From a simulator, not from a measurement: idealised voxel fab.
Proc. module: voxel air gaps
The width of the displayed cross-section, cut, is 230 nm; its cells are square, with a size of 5 nm.
Cross-section spec: square-cell grid; bands listed top down; each band is one or more rows.
In this notation a band is specified by the heights of its top and bottom, in that order and in nm, after which its materials appear from left to right, each paired with its width in nm. The word "edge to edge" attached to a single material means that material fills the band from edge to edge; the word "air" stands for empty space.
Where do heights start? At 0: under that level the wafer as delivered is made of one material only. And the lowest band has no floor; it just carries on downward, as in "0 nm and below".
Per-row width for "30..40": begins at first number (top row of band), ends at second number (bottom row), increment between rows held constant.
You'll sometimes find "remained the same" written for a step, and that's the way of saying that nowhere in the cross-section did a cell change during that step.
The entry titled "Enclosed internal cavities" provides the empty spaces that have no open way to the top, restricted to those of 8 cells or more. Each is presented as width x height at distance, the distance being measured from the left edge, with all three in nm.
Anything after a step's settings on that line? It's the simulator's own note about the step.
overlay nm: mask offset rightward from planned place, masked step; negative means leftward offset.
For the reader: what remains of this document is a series of pairs, each showing a cross-section before one process step and a cross-section after that step which reaches down only to the lowest band that changed, with the step between them and its settings set out under the pair. It should not be assumed that a pair continues from the pair above it; the pairs can come from different runs of this module on the same starting wafer, and such continuity exists only where the entry headed "Pre-process state" says so.

-- Pre-process state
* 0 nm and below  Si edge to edge
* Enclosed internal cavities: none

-- Step Result
* 10 nm to 0 nm  SiO2 edge to edge
* No changes below 0.
* Enclosed internal cavities: none
Quick note on the step between the two cross-sections above: CONFORMAL_DEP | material SiO2 | thk nm 10

Pre-process state: no separate figure, the pair right above already shows it after its step.

-- Step Result
* 15 nm to 10 nm  SiN edge to edge
* No changes below 10.
* Enclosed internal cavities: none
Quick note on the step between the two cross-sections above: CONFORMAL_DEP | material SiN | thk nm 5

Pre-process state: no separate figure, the pair right above already shows it after its step.

-- Step Result
* 55 nm to 15 nm  lowk edge to edge
* No changes below 15.
* Enclosed internal cavities: none
Quick note on the step between the two cross-sections above: DIRECTIONAL_DEP | material lowk | thk nm 40

Pre-process state: no separate figure, the pair right above already shows it after its step.

-- Step Result
* 75 nm to 55 nm  resist 35 nm | air 20 nm | resist 25 nm | air 20 nm | resist 25 nm | air 20 nm | resist 25 nm | air 20 nm | resist 40 nm
* No changes below 55.
* Enclosed internal cavities: none
Quick note on the step between the two cross-sections above: PATTERN | tone open | mask id LINES | material resist | width nm 20 | pitch nm 45 | thk nm 20 | overlay nm 0

Pre-process state: no separate figure, the pair right above already shows it after its step.

-- Step Result
* 75 nm to 55 nm  resist 35 nm | air 20 nm | resist 25 nm | air 20 nm | resist 25 nm | air 20 nm | resist 25 nm | air 20 nm | resist 40 nm
* 55 nm to 15 nm  lowk 35 nm | air 20 nm | lowk 25 nm | air 20 nm | lowk 25 nm | air 20 nm | lowk 25 nm | air 20 nm | lowk 40 nm
* No changes below 15.
* Enclosed internal cavities: none
Quick note on the step between the two cross-sections above: DIRECTIONAL_ETCH | etch materials lowk | depth nm 40

Pre-process state: no separate figure, the pair right above already shows it after its step.

-- Step Result
* 55 nm to 15 nm  lowk 35 nm | air 20 nm | lowk 25 nm | air 20 nm | lowk 25 nm | air 20 nm | lowk 25 nm | air 20 nm | lowk 40 nm
* No changes below 15.
* Enclosed internal cavities: none
Quick note on the step between the two cross-sections above: STRIP | etch materials resist

Pre-process state: no separate figure, the pair right above already shows it after its step.

-- Step Result
* 60 nm to 55 nm  TiN 40 nm | air 10 nm | TiN 35 nm | air 10 nm | TiN 35 nm | air 10 nm | TiN 35 nm | air 10 nm | TiN 45 nm
* 55 nm to 20 nm  lowk 35 nm | TiN 5 nm | air 10 nm | TiN 5 nm | lowk 25 nm | TiN 5 nm | air 10 nm | TiN 5 nm | lowk 25 nm | TiN 5 nm | air 10 nm | TiN 5 nm | lowk 25 nm | TiN 5 nm | air 10 nm | TiN 5 nm | lowk 40 nm
* 20 nm to 15 nm  lowk 35 nm | TiN 20 nm | lowk 25 nm | TiN 20 nm | lowk 25 nm | TiN 20 nm | lowk 25 nm | TiN 20 nm | lowk 40 nm
* No changes below 15.
* Enclosed internal cavities: none
Quick note on the step between the two cross-sections above: CONFORMAL_DEP | material TiN | thk nm 5

Pre-process state: no separate figure, the pair right above already shows it after its step.

-- Step Result
* 65 nm to 60 nm  Ru edge to edge
* 60 nm to 55 nm  TiN 40 nm | Ru 10 nm | TiN 35 nm | Ru 10 nm | TiN 35 nm | Ru 10 nm | TiN 35 nm | Ru 10 nm | TiN 45 nm
* 55 nm to 20 nm  lowk 35 nm | TiN 5 nm | Ru 10 nm | TiN 5 nm | lowk 25 nm | TiN 5 nm | Ru 10 nm | TiN 5 nm | lowk 25 nm | TiN 5 nm | Ru 10 nm | TiN 5 nm | lowk 25 nm | TiN 5 nm | Ru 10 nm | TiN 5 nm | lowk 40 nm
* No changes below 20.
* Enclosed internal cavities: none
Quick note on the step between the two cross-sections above: FILL_DEP | material Ru | thk nm 5

Pre-process state: no separate figure, the pair right above already shows it after its step.

-- Step Result
* 55 nm to 20 nm  lowk 35 nm | TiN 5 nm | Ru 10 nm | TiN 5 nm | lowk 25 nm | TiN 5 nm | Ru 10 nm | TiN 5 nm | lowk 25 nm | TiN 5 nm | Ru 10 nm | TiN 5 nm | lowk 25 nm | TiN 5 nm | Ru 10 nm | TiN 5 nm | lowk 40 nm
* No changes below 20.
* Enclosed internal cavities: none
Quick note on the step between the two cross-sections above: CMP | height nm 55

Pre-process state: no separate figure, the pair right above already shows it after its step.

-- Step Result
* 65 nm to 55 nm  air 25 nm | Ru 40 nm | air 5 nm | Ru 40 nm | air 5 nm | Ru 40 nm | air 5 nm | Ru 40 nm | air 30 nm
* No changes below 55.
* Enclosed internal cavities: none
Quick note on the step between the two cross-sections above: EPI | material Ru | thk nm 10

Pre-process state: no separate figure, the pair right above already shows it after its step.

-- Step Result
* 65 nm to 55 nm  air 25 nm | Ru 40 nm | air 5 nm | Ru 40 nm | air 5 nm | Ru 40 nm | air 5 nm | Ru 40 nm | air 30 nm
* 55 nm to 20 nm  air 35 nm | TiN 5 nm | Ru 10 nm | TiN 5 nm | air 25 nm | TiN 5 nm | Ru 10 nm | TiN 5 nm | air 25 nm | TiN 5 nm | Ru 10 nm | TiN 5 nm | air 25 nm | TiN 5 nm | Ru 10 nm | TiN 5 nm | air 40 nm
* 20 nm to 15 nm  air 35 nm | TiN 20 nm | air 25 nm | TiN 20 nm | air 25 nm | TiN 20 nm | air 25 nm | TiN 20 nm | air 40 nm
* No changes below 15.
* Enclosed internal cavities: none
Quick note on the step between the two cross-sections above: SELECTIVE_ETCH | etch materials lowk | depth nm 50

Pre-process state: no separate figure, the pair right above already shows it after its step.

-- Step Result
* 70 nm to 65 nm  air 20 nm | SiCN 185 nm | air 25 nm
* 65 nm to 55 nm  air 20 nm | SiCN 5 nm | Ru 40 nm | SiCN 5 nm | Ru 40 nm | SiCN 5 nm | Ru 40 nm | SiCN 5 nm | Ru 40 nm | SiCN 5 nm | air 25 nm
* 55 nm to 50 nm  air 20 nm | SiCN 15 nm | TiN 5 nm | Ru 10 nm | TiN 5 nm | SiCN 25 nm | TiN 5 nm | Ru 10 nm | TiN 5 nm | SiCN 25 nm | TiN 5 nm | Ru 10 nm | TiN 5 nm | SiCN 25 nm | TiN 5 nm | Ru 10 nm | TiN 5 nm | SiCN 15 nm | air 25 nm
* 50 nm to 20 nm  air 30 nm | SiCN 5 nm | TiN 5 nm | Ru 10 nm | TiN 5 nm | SiCN 5 nm | air 15 nm | SiCN 5 nm | TiN 5 nm | Ru 10 nm | TiN 5 nm | SiCN 5 nm | air 15 nm | SiCN 5 nm | TiN 5 nm | Ru 10 nm | TiN 5 nm | SiCN 5 nm | air 15 nm | SiCN 5 nm | TiN 5 nm | Ru 10 nm | TiN 5 nm | SiCN 5 nm | air 35 nm
* 20 nm to 15 nm  SiCN 35 nm | TiN 20 nm | SiCN 25 nm | TiN 20 nm | SiCN 25 nm | TiN 20 nm | SiCN 25 nm | TiN 20 nm | SiCN 40 nm
* No changes below 15.
* Enclosed internal cavities: 15 x 30 at 60; 15 x 30 at 105; 15 x 30 at 150
Quick note on the step between the two cross-sections above: CONFORMAL_DEP | material SiCN | thk nm 5

-- Pre-process state
* 65 nm to 55 nm  air 25 nm | Ru 40 nm | air 5 nm | Ru 40 nm | air 5 nm | Ru 40 nm | air 5 nm | Ru 40 nm | air 30 nm
* 55 nm to 20 nm  lowk 35 nm | TiN 5 nm | Ru 10 nm | TiN 5 nm | lowk 25 nm | TiN 5 nm | Ru 10 nm | TiN 5 nm | lowk 25 nm | TiN 5 nm | Ru 10 nm | TiN 5 nm | lowk 25 nm | TiN 5 nm | Ru 10 nm | TiN 5 nm | lowk 40 nm
* 20 nm to 15 nm  lowk 35 nm | TiN 20 nm | lowk 25 nm | TiN 20 nm | lowk 25 nm | TiN 20 nm | lowk 25 nm | TiN 20 nm | lowk 40 nm
* 15 nm to 10 nm  SiN edge to edge
* 10 nm to 0 nm  SiO2 edge to edge
* 0 nm and below  Si edge to edge
* Enclosed internal cavities: none

-- Step Result
* 75 nm to 55 nm  air 15 nm | Ru 195 nm | air 20 nm
* No changes below 55.
* Enclosed internal cavities: none
Quick note on the step between the two cross-sections above: EPI | material Ru | thk nm 10

Pre-process state: no separate figure, the pair right above already shows it after its step.

-- Step Result
* 75 nm to 55 nm  air 15 nm | Ru 195 nm | air 20 nm
* 55 nm to 20 nm  air 35 nm | TiN 5 nm | Ru 10 nm | TiN 5 nm | lowk 25 nm | TiN 5 nm | Ru 10 nm | TiN 5 nm | lowk 25 nm | TiN 5 nm | Ru 10 nm | TiN 5 nm | lowk 25 nm | TiN 5 nm | Ru 10 nm | TiN 5 nm | air 40 nm
* 20 nm to 15 nm  air 35 nm | TiN 20 nm | lowk 25 nm | TiN 20 nm | lowk 25 nm | TiN 20 nm | lowk 25 nm | TiN 20 nm | air 40 nm
* No changes below 15.
* Enclosed internal cavities: none
Quick note on the step between the two cross-sections above: SELECTIVE_ETCH | etch materials lowk | depth nm 50

Pre-process state: no separate figure, the pair right above already shows it after its step.

-- Step Result
* 80 nm to 75 nm  air 10 nm | SiCN 205 nm | air 15 nm
* 75 nm to 55 nm  air 10 nm | SiCN 5 nm | Ru 195 nm | SiCN 5 nm | air 15 nm
* 55 nm to 50 nm  air 10 nm | SiCN 25 nm | TiN 5 nm | Ru 10 nm | TiN 5 nm | lowk 25 nm | TiN 5 nm | Ru 10 nm | TiN 5 nm | lowk 25 nm | TiN 5 nm | Ru 10 nm | TiN 5 nm | lowk 25 nm | TiN 5 nm | Ru 10 nm | TiN 5 nm | SiCN 25 nm | air 15 nm
* 50 nm to 20 nm  air 30 nm | SiCN 5 nm | TiN 5 nm | Ru 10 nm | TiN 5 nm | lowk 25 nm | TiN 5 nm | Ru 10 nm | TiN 5 nm | lowk 25 nm | TiN 5 nm | Ru 10 nm | TiN 5 nm | lowk 25 nm | TiN 5 nm | Ru 10 nm | TiN 5 nm | SiCN 5 nm | air 35 nm
* 20 nm to 15 nm  SiCN 35 nm | TiN 20 nm | lowk 25 nm | TiN 20 nm | lowk 25 nm | TiN 20 nm | lowk 25 nm | TiN 20 nm | SiCN 40 nm
* No changes below 15.
* Enclosed internal cavities: none
Quick note on the step between the two cross-sections above: CONFORMAL_DEP | material SiCN | thk nm 5

-- Pre-process state
* 10 nm to 0 nm  SiO2 edge to edge
* 0 nm and below  Si edge to edge
* Enclosed internal cavities: none

-- Step Result
* 50 nm to 10 nm  lowk edge to edge
* No changes below 10.
* Enclosed internal cavities: none
Quick note on the step between the two cross-sections above: DIRECTIONAL_DEP | material lowk | thk nm 40

Pre-process state: no separate figure, the pair right above already shows it after its step.

-- Step Result
* 55 nm to 50 nm  SiN edge to edge
* No changes below 50.
* Enclosed internal cavities: none
Quick note on the step between the two cross-sections above: CONFORMAL_DEP | material SiN | thk nm 5

Pre-process state: no separate figure, the pair right above already shows it after its step.

-- Step Result
* 75 nm to 55 nm  resist 35 nm | air 20 nm | resist 25 nm | air 20 nm | resist 25 nm | air 20 nm | resist 25 nm | air 20 nm | resist 40 nm
* No changes below 55.
* Enclosed internal cavities: none
Quick note on the step between the two cross-sections above: PATTERN | tone open | mask id LINES | material resist | width nm 20 | pitch nm 45 | thk nm 20 | overlay nm 0

Pre-process state: no separate figure, the pair right above already shows it after its step.

-- Step Result
* 55 nm to 50 nm  SiN edge to edge
* No changes below 50.
* Enclosed internal cavities: none
Quick note on the step between the two cross-sections above: STRIP | etch materials resist

Pre-process state: no separate figure, the pair right above already shows it after its step.

-- Step Result
* 60 nm to 55 nm  TiN edge to edge
* No changes below 55.
* Enclosed internal cavities: none
Quick note on the step between the two cross-sections above: CONFORMAL_DEP | material TiN | thk nm 5

Pre-process state: no separate figure, the pair right above already shows it after its step.

-- Step Result
* 65 nm to 60 nm  Ru edge to edge
* No changes below 60.
* Enclosed internal cavities: none
Quick note on the step between the two cross-sections above: FILL_DEP | material Ru | thk nm 5

Pre-process state: no separate figure, the pair right above already shows it after its step.

-- Step Result
* 55 nm to 50 nm  SiN edge to edge
* No changes below 50.
* Enclosed internal cavities: none
Quick note on the step between the two cross-sections above: CMP | height nm 55

Pre-process state: no separate figure, the pair right above already shows it after its step.

-- Step Result
* 60 nm to 55 nm  SiCN edge to edge
* No changes below 55.
* Enclosed internal cavities: none
Quick note on the step between the two cross-sections above: CONFORMAL_DEP | material SiCN | thk nm 5

-- Pre-process state
* 65 nm to 60 nm  Ru edge to edge
* 60 nm to 55 nm  TiN 40 nm | Ru 10 nm | TiN 35 nm | Ru 10 nm | TiN 35 nm | Ru 10 nm | TiN 35 nm | Ru 10 nm | TiN 45 nm
* 55 nm to 20 nm  lowk 35 nm | TiN 5 nm | Ru 10 nm | TiN 5 nm | lowk 25 nm | TiN 5 nm | Ru 10 nm | TiN 5 nm | lowk 25 nm | TiN 5 nm | Ru 10 nm | TiN 5 nm | lowk 25 nm | TiN 5 nm | Ru 10 nm | TiN 5 nm | lowk 40 nm
* 20 nm to 15 nm  lowk 35 nm | TiN 20 nm | lowk 25 nm | TiN 20 nm | lowk 25 nm | TiN 20 nm | lowk 25 nm | TiN 20 nm | lowk 40 nm
* 15 nm to 10 nm  SiN edge to edge
* 10 nm to 0 nm  SiO2 edge to edge
* 0 nm and below  Si edge to edge
* Enclosed internal cavities: none

-- Step Result
* 60 nm to 55 nm  TiN 40 nm | Ru 10 nm | TiN 35 nm | Ru 10 nm | TiN 35 nm | Ru 10 nm | TiN 35 nm | Ru 10 nm | TiN 45 nm
* No changes below 55.
* Enclosed internal cavities: none
Quick note on the step between the two cross-sections above: CMP | height nm 60

Pre-process state: no separate figure, the pair right above already shows it after its step.

-- Step Result
* 70 nm to 60 nm  Ru edge to edge
* No changes below 60.
* Enclosed internal cavities: none
Quick note on the step between the two cross-sections above: EPI | material Ru | thk nm 10

Pre-process state: no separate figure, the pair right above already shows it after its step.

-- Step Result
* 75 nm to 70 nm  SiCN edge to edge
* No changes below 70.
* Enclosed internal cavities: none
Quick note on the step between the two cross-sections above: CONFORMAL_DEP | material SiCN | thk nm 5

-- Pre-process state
* 55 nm to 15 nm  lowk edge to edge
* 15 nm to 10 nm  SiN edge to edge
* 10 nm to 0 nm  SiO2 edge to edge
* 0 nm and below  Si edge to edge
* Enclosed internal cavities: none

-- Step Result
* 75 nm to 55 nm  resist 30 nm | air 30 nm | resist 15 nm | air 30 nm | resist 15 nm | air 30 nm | resist 15 nm | air 30 nm | resist 35 nm
* No changes below 55.
* Enclosed internal cavities: none
Quick note on the step between the two cross-sections above: PATTERN | tone open | mask id LINES | material resist | width nm 30 | pitch nm 45 | thk nm 20 | overlay nm 0

Pre-process state: no separate figure, the pair right above already shows it after its step.

-- Step Result
* 75 nm to 55 nm  resist 30 nm | air 30 nm | resist 15 nm | air 30 nm | resist 15 nm | air 30 nm | resist 15 nm | air 30 nm | resist 35 nm
* 55 nm to 15 nm  lowk 30 nm | air 30 nm | lowk 15 nm | air 30 nm | lowk 15 nm | air 30 nm | lowk 15 nm | air 30 nm | lowk 35 nm
* No changes below 15.
* Enclosed internal cavities: none
Quick note on the step between the two cross-sections above: DIRECTIONAL_ETCH | etch materials lowk | depth nm 40

Pre-process state: no separate figure, the pair right above already shows it after its step.

-- Step Result
* 55 nm to 15 nm  lowk 30 nm | air 30 nm | lowk 15 nm | air 30 nm | lowk 15 nm | air 30 nm | lowk 15 nm | air 30 nm | lowk 35 nm
* No changes below 15.
* Enclosed internal cavities: none
Quick note on the step between the two cross-sections above: STRIP | etch materials resist

Pre-process state: no separate figure, the pair right above already shows it after its step.

-- Step Result
* 60 nm to 55 nm  TiN 35 nm | air 20 nm | TiN 25 nm | air 20 nm | TiN 25 nm | air 20 nm | TiN 25 nm | air 20 nm | TiN 40 nm
* 55 nm to 20 nm  lowk 30 nm | TiN 5 nm | air 20 nm | TiN 5 nm | lowk 15 nm | TiN 5 nm | air 20 nm | TiN 5 nm | lowk 15 nm | TiN 5 nm | air 20 nm | TiN 5 nm | lowk 15 nm | TiN 5 nm | air 20 nm | TiN 5 nm | lowk 35 nm
* 20 nm to 15 nm  lowk 30 nm | TiN 30 nm | lowk 15 nm | TiN 30 nm | lowk 15 nm | TiN 30 nm | lowk 15 nm | TiN 30 nm | lowk 35 nm
* No changes below 15.
* Enclosed internal cavities: none
Quick note on the step between the two cross-sections above: CONFORMAL_DEP | material TiN | thk nm 5

Pre-process state: no separate figure, the pair right above already shows it after its step.

-- Step Result
* 65 nm to 60 nm  Ru edge to edge
* 60 nm to 55 nm  TiN 35 nm | Ru 20 nm | TiN 25 nm | Ru 20 nm | TiN 25 nm | Ru 20 nm | TiN 25 nm | Ru 20 nm | TiN 40 nm
* 55 nm to 20 nm  lowk 30 nm | TiN 5 nm | Ru 20 nm | TiN 5 nm | lowk 15 nm | TiN 5 nm | Ru 20 nm | TiN 5 nm | lowk 15 nm | TiN 5 nm | Ru 20 nm | TiN 5 nm | lowk 15 nm | TiN 5 nm | Ru 20 nm | TiN 5 nm | lowk 35 nm
* No changes below 20.
* Enclosed internal cavities: none
Quick note on the step between the two cross-sections above: FILL_DEP | material Ru | thk nm 5

Pre-process state: no separate figure, the pair right above already shows it after its step.

-- Step Result
* 55 nm to 20 nm  lowk 30 nm | TiN 5 nm | Ru 20 nm | TiN 5 nm | lowk 15 nm | TiN 5 nm | Ru 20 nm | TiN 5 nm | lowk 15 nm | TiN 5 nm | Ru 20 nm | TiN 5 nm | lowk 15 nm | TiN 5 nm | Ru 20 nm | TiN 5 nm | lowk 35 nm
* No changes below 20.
* Enclosed internal cavities: none
Quick note on the step between the two cross-sections above: CMP | height nm 55

Pre-process state: no separate figure, the pair right above already shows it after its step.

-- Step Result
* 65 nm to 55 nm  air 20 nm | Ru 185 nm | air 25 nm
* No changes below 55.
* Enclosed internal cavities: none
Quick note on the step between the two cross-sections above: EPI | material Ru | thk nm 10

Pre-process state: no separate figure, the pair right above already shows it after its step.

-- Step Result
* 65 nm to 55 nm  air 20 nm | Ru 185 nm | air 25 nm
* 55 nm to 20 nm  air 30 nm | TiN 5 nm | Ru 20 nm | TiN 5 nm | lowk 15 nm | TiN 5 nm | Ru 20 nm | TiN 5 nm | lowk 15 nm | TiN 5 nm | Ru 20 nm | TiN 5 nm | lowk 15 nm | TiN 5 nm | Ru 20 nm | TiN 5 nm | air 35 nm
* 20 nm to 15 nm  air 30 nm | TiN 30 nm | lowk 15 nm | TiN 30 nm | lowk 15 nm | TiN 30 nm | lowk 15 nm | TiN 30 nm | air 35 nm
* No changes below 15.
* Enclosed internal cavities: none
Quick note on the step between the two cross-sections above: SELECTIVE_ETCH | etch materials lowk | depth nm 50

Pre-process state: no separate figure, the pair right above already shows it after its step.

-- Step Result
* 70 nm to 65 nm  air 15 nm | SiCN 195 nm | air 20 nm
* 65 nm to 55 nm  air 15 nm | SiCN 5 nm | Ru 185 nm | SiCN 5 nm | air 20 nm
* 55 nm to 50 nm  air 15 nm | SiCN 15 nm | TiN 5 nm | Ru 20 nm | TiN 5 nm | lowk 15 nm | TiN 5 nm | Ru 20 nm | TiN 5 nm | lowk 15 nm | TiN 5 nm | Ru 20 nm | TiN 5 nm | lowk 15 nm | TiN 5 nm | Ru 20 nm | TiN 5 nm | SiCN 15 nm | air 20 nm
* 50 nm to 20 nm  air 25 nm | SiCN 5 nm | TiN 5 nm | Ru 20 nm | TiN 5 nm | lowk 15 nm | TiN 5 nm | Ru 20 nm | TiN 5 nm | lowk 15 nm | TiN 5 nm | Ru 20 nm | TiN 5 nm | lowk 15 nm | TiN 5 nm | Ru 20 nm | TiN 5 nm | SiCN 5 nm | air 30 nm
* 20 nm to 15 nm  SiCN 30 nm | TiN 30 nm | lowk 15 nm | TiN 30 nm | lowk 15 nm | TiN 30 nm | lowk 15 nm | TiN 30 nm | SiCN 35 nm
* No changes below 15.
* Enclosed internal cavities: none
Quick note on the step between the two cross-sections above: CONFORMAL_DEP | material SiCN | thk nm 5

-- Pre-process state
* 55 nm to 15 nm  lowk edge to edge
* 15 nm to 10 nm  SiN edge to edge
* 10 nm to 0 nm  SiO2 edge to edge
* 0 nm and below  Si edge to edge
* Enclosed internal cavities: none

-- Step Result
* 75 nm to 55 nm  resist 40 nm | air 20 nm | resist 25 nm | air 20 nm | resist 25 nm | air 20 nm | resist 25 nm | air 20 nm | resist 35 nm
* No changes below 55.
* Enclosed internal cavities: none
Quick note on the step between the two cross-sections above: PATTERN | tone open | mask id LINES | material resist | width nm 20 | pitch nm 45 | thk nm 20 | overlay nm 5

Pre-process state: no separate figure, the pair right above already shows it after its step.

-- Step Result
* 75 nm to 55 nm  resist 40 nm | air 20 nm | resist 25 nm | air 20 nm | resist 25 nm | air 20 nm | resist 25 nm | air 20 nm | resist 35 nm
* 55 nm to 15 nm  lowk 40 nm | air 20 nm | lowk 25 nm | air 20 nm | lowk 25 nm | air 20 nm | lowk 25 nm | air 20 nm | lowk 35 nm
* No changes below 15.
* Enclosed internal cavities: none
Quick note on the step between the two cross-sections above: DIRECTIONAL_ETCH | etch materials lowk | depth nm 40

Pre-process state: no separate figure, the pair right above already shows it after its step.

-- Step Result
* 55 nm to 15 nm  lowk 40 nm | air 20 nm | lowk 25 nm | air 20 nm | lowk 25 nm | air 20 nm | lowk 25 nm | air 20 nm | lowk 35 nm
* No changes below 15.
* Enclosed internal cavities: none
Quick note on the step between the two cross-sections above: STRIP | etch materials resist

Pre-process state: no separate figure, the pair right above already shows it after its step.

-- Step Result
* 60 nm to 55 nm  TiN 45 nm | air 10 nm | TiN 35 nm | air 10 nm | TiN 35 nm | air 10 nm | TiN 35 nm | air 10 nm | TiN 40 nm
* 55 nm to 20 nm  lowk 40 nm | TiN 5 nm | air 10 nm | TiN 5 nm | lowk 25 nm | TiN 5 nm | air 10 nm | TiN 5 nm | lowk 25 nm | TiN 5 nm | air 10 nm | TiN 5 nm | lowk 25 nm | TiN 5 nm | air 10 nm | TiN 5 nm | lowk 35 nm
* 20 nm to 15 nm  lowk 40 nm | TiN 20 nm | lowk 25 nm | TiN 20 nm | lowk 25 nm | TiN 20 nm | lowk 25 nm | TiN 20 nm | lowk 35 nm
* No changes below 15.
* Enclosed internal cavities: none
Quick note on the step between the two cross-sections above: CONFORMAL_DEP | material TiN | thk nm 5

Pre-process state: no separate figure, the pair right above already shows it after its step.

-- Step Result
* 65 nm to 60 nm  Ru edge to edge
* 60 nm to 55 nm  TiN 45 nm | Ru 10 nm | TiN 35 nm | Ru 10 nm | TiN 35 nm | Ru 10 nm | TiN 35 nm | Ru 10 nm | TiN 40 nm
* 55 nm to 20 nm  lowk 40 nm | TiN 5 nm | Ru 10 nm | TiN 5 nm | lowk 25 nm | TiN 5 nm | Ru 10 nm | TiN 5 nm | lowk 25 nm | TiN 5 nm | Ru 10 nm | TiN 5 nm | lowk 25 nm | TiN 5 nm | Ru 10 nm | TiN 5 nm | lowk 35 nm
* No changes below 20.
* Enclosed internal cavities: none
Quick note on the step between the two cross-sections above: FILL_DEP | material Ru | thk nm 5

Pre-process state: no separate figure, the pair right above already shows it after its step.

-- Step Result
* 55 nm to 20 nm  lowk 40 nm | TiN 5 nm | Ru 10 nm | TiN 5 nm | lowk 25 nm | TiN 5 nm | Ru 10 nm | TiN 5 nm | lowk 25 nm | TiN 5 nm | Ru 10 nm | TiN 5 nm | lowk 25 nm | TiN 5 nm | Ru 10 nm | TiN 5 nm | lowk 35 nm
* No changes below 20.
* Enclosed internal cavities: none
Quick note on the step between the two cross-sections above: CMP | height nm 55

Pre-process state: no separate figure, the pair right above already shows it after its step.

-- Step Result
* 65 nm to 55 nm  air 30 nm | Ru 40 nm | air 5 nm | Ru 40 nm | air 5 nm | Ru 40 nm | air 5 nm | Ru 40 nm | air 25 nm
* No changes below 55.
* Enclosed internal cavities: none
Quick note on the step between the two cross-sections above: EPI | material Ru | thk nm 10

Pre-process state: no separate figure, the pair right above already shows it after its step.

-- Step Result
* 65 nm to 55 nm  air 30 nm | Ru 40 nm | air 5 nm | Ru 40 nm | air 5 nm | Ru 40 nm | air 5 nm | Ru 40 nm | air 25 nm
* 55 nm to 20 nm  air 40 nm | TiN 5 nm | Ru 10 nm | TiN 5 nm | air 25 nm | TiN 5 nm | Ru 10 nm | TiN 5 nm | air 25 nm | TiN 5 nm | Ru 10 nm | TiN 5 nm | air 25 nm | TiN 5 nm | Ru 10 nm | TiN 5 nm | air 35 nm
* 20 nm to 15 nm  air 40 nm | TiN 20 nm | air 25 nm | TiN 20 nm | air 25 nm | TiN 20 nm | air 25 nm | TiN 20 nm | air 35 nm
* No changes below 15.
* Enclosed internal cavities: none
Quick note on the step between the two cross-sections above: SELECTIVE_ETCH | etch materials lowk | depth nm 50

Pre-process state: no separate figure, the pair right above already shows it after its step.

-- Step Result
* 70 nm to 65 nm  air 25 nm | SiCN 185 nm | air 20 nm
* 65 nm to 55 nm  air 25 nm | SiCN 5 nm | Ru 40 nm | SiCN 5 nm | Ru 40 nm | SiCN 5 nm | Ru 40 nm | SiCN 5 nm | Ru 40 nm | SiCN 5 nm | air 20 nm
* 55 nm to 50 nm  air 25 nm | SiCN 15 nm | TiN 5 nm | Ru 10 nm | TiN 5 nm | SiCN 25 nm | TiN 5 nm | Ru 10 nm | TiN 5 nm | SiCN 25 nm | TiN 5 nm | Ru 10 nm | TiN 5 nm | SiCN 25 nm | TiN 5 nm | Ru 10 nm | TiN 5 nm | SiCN 15 nm | air 20 nm
* 50 nm to 20 nm  air 35 nm | SiCN 5 nm | TiN 5 nm | Ru 10 nm | TiN 5 nm | SiCN 5 nm | air 15 nm | SiCN 5 nm | TiN 5 nm | Ru 10 nm | TiN 5 nm | SiCN 5 nm | air 15 nm | SiCN 5 nm | TiN 5 nm | Ru 10 nm | TiN 5 nm | SiCN 5 nm | air 15 nm | SiCN 5 nm | TiN 5 nm | Ru 10 nm | TiN 5 nm | SiCN 5 nm | air 30 nm
* 20 nm to 15 nm  SiCN 40 nm | TiN 20 nm | SiCN 25 nm | TiN 20 nm | SiCN 25 nm | TiN 20 nm | SiCN 25 nm | TiN 20 nm | SiCN 35 nm
* No changes below 15.
* Enclosed internal cavities: 15 x 30 at 65; 15 x 30 at 110; 15 x 30 at 155
Quick note on the step between the two cross-sections above: CONFORMAL_DEP | material SiCN | thk nm 5

-- Pre-process state
* 65 nm to 55 nm  air 25 nm | Ru 40 nm | air 5 nm | Ru 40 nm | air 5 nm | Ru 40 nm | air 5 nm | Ru 40 nm | air 30 nm
* 55 nm to 20 nm  air 35 nm | TiN 5 nm | Ru 10 nm | TiN 5 nm | air 25 nm | TiN 5 nm | Ru 10 nm | TiN 5 nm | air 25 nm | TiN 5 nm | Ru 10 nm | TiN 5 nm | air 25 nm | TiN 5 nm | Ru 10 nm | TiN 5 nm | air 40 nm
* 20 nm to 15 nm  air 35 nm | TiN 20 nm | air 25 nm | TiN 20 nm | air 25 nm | TiN 20 nm | air 25 nm | TiN 20 nm | air 40 nm
* 15 nm to 10 nm  SiN edge to edge
* 10 nm to 0 nm  SiO2 edge to edge
* 0 nm and below  Si edge to edge
* Enclosed internal cavities: none

-- Step Result
* 70 nm to 65 nm  air 20 nm | SiN 185 nm | air 25 nm
* 65 nm to 55 nm  air 20 nm | SiN 5 nm | Ru 40 nm | SiN 5 nm | Ru 40 nm | SiN 5 nm | Ru 40 nm | SiN 5 nm | Ru 40 nm | SiN 5 nm | air 25 nm
* 55 nm to 50 nm  air 20 nm | SiN 15 nm | TiN 5 nm | Ru 10 nm | TiN 5 nm | SiN 25 nm | TiN 5 nm | Ru 10 nm | TiN 5 nm | SiN 25 nm | TiN 5 nm | Ru 10 nm | TiN 5 nm | SiN 25 nm | TiN 5 nm | Ru 10 nm | TiN 5 nm | SiN 15 nm | air 25 nm
* 50 nm to 20 nm  air 30 nm | SiN 5 nm | TiN 5 nm | Ru 10 nm | TiN 5 nm | SiN 5 nm | air 15 nm | SiN 5 nm | TiN 5 nm | Ru 10 nm | TiN 5 nm | SiN 5 nm | air 15 nm | SiN 5 nm | TiN 5 nm | Ru 10 nm | TiN 5 nm | SiN 5 nm | air 15 nm | SiN 5 nm | TiN 5 nm | Ru 10 nm | TiN 5 nm | SiN 5 nm | air 35 nm
* 20 nm to 15 nm  SiN 35 nm | TiN 20 nm | SiN 25 nm | TiN 20 nm | SiN 25 nm | TiN 20 nm | SiN 25 nm | TiN 20 nm | SiN 40 nm
* No changes below 15.
* Enclosed internal cavities: 15 x 30 at 60; 15 x 30 at 105; 15 x 30 at 150
Quick note on the step between the two cross-sections above: CONFORMAL_DEP | material SiN | thk nm 5

-- Pre-process state
* 55 nm to 15 nm  lowk edge to edge
* 15 nm to 10 nm  SiN edge to edge
* 10 nm to 0 nm  SiO2 edge to edge
* 0 nm and below  Si edge to edge
* Enclosed internal cavities: none

-- Step Result
* 75 nm to 55 nm  air 35 nm | resist 20 nm | air 25 nm | resist 20 nm | air 25 nm | resist 20 nm | air 25 nm | resist 20 nm | air 40 nm
* No changes below 55.
* Enclosed internal cavities: none
Quick note on the step between the two cross-sections above: PATTERN | tone cover | mask id LINES | material resist | width nm 20 | pitch nm 45 | thk nm 20 | overlay nm 0
